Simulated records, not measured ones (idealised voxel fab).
process module | voxel double patterning
cross-section cut | 255 nm wide | cells 5 nm
A cross-section is a grid of square cells, given in bands from the top down. A band is one or more rows of cells.
Each band's line starts with the height of the band's top and of its bottom, in nm. Then come its materials from left to right, each with its width in nm. One material with "throughout" fills the band from edge to edge. "air" is empty space.
Height 0 is the level under which the wafer as received is all one material. The lowest band goes on downwards, as in "0 down".
A width such as "30 to 40" changes by the same amount from each row of cells to the next, from the band's top row to its bottom row.
"no change" after a step means that no cell of the cross-section changed.
closed voids: empty space of 8 cells or more with no open way to the top, each as width x height at its distance from the left edge, in nm
after a step's settings: what the simulator itself notes on the step
overlay nm, on a step with a mask: how far to the right of its planned place the mask lay; to the left if negative
plan
1 op RECEIVE | material Si
2 op CONFORMAL_DEP | material SiO2 | thk nm 5
3 op DIRECTIONAL_DEP | material polySi | thk nm 15
4 op DIRECTIONAL_DEP | material SiCN | thk nm 5
5 op PATTERN | tone open | mask id FIRST | material resist | width nm 15 | pitch nm 50 | thk nm 15 | overlay nm 0
6 op DIRECTIONAL_ETCH | etch materials SiCN | depth nm 5
7 op STRIP | etch materials resist
8 op MASKED_ETCH | tone open | mask id SECOND | width nm 15 | etch materials SiCN | depth nm 5 | overlay nm 0
9 op DIRECTIONAL_ETCH | etch materials polySi | depth nm 15
10 op STRIP | etch materials SiCN
varied across the wafers: thk nm of step 2. The plan shows the first wafer's value. All wafers start alike
first wafer as received, after step 1
  0 down: Si throughout
  closed voids: none
first wafer at the end, after step 10
  20 to 5: polySi 95 | air 15 | polySi 10 | air 15 | polySi 10 | air 15 | polySi 95
  5 to 0: SiO2 throughout
  0 down: Si throughout
  closed voids: none
last wafer at the end
  40 to 25: polySi 95 | air 15 | polySi 10 | air 15 | polySi 10 | air 15 | polySi 95
  25 to 0: SiO2 throughout
  0 down: Si throughout
  closed voids: none
each wafer at the end: cells of each material gained (+) or lost (-) since it was received, then its closed voids
thk nm 5 | +51 SiO2 | +126 polySi | closed voids: none
thk nm 10 | +102 SiO2 | +126 polySi | closed voids: none
thk nm 15 | +153 SiO2 | +126 polySi | closed voids: none
thk nm 20 | +204 SiO2 | +126 polySi | closed voids: none
thk nm 25 | +255 SiO2 | +126 polySi | closed voids: none
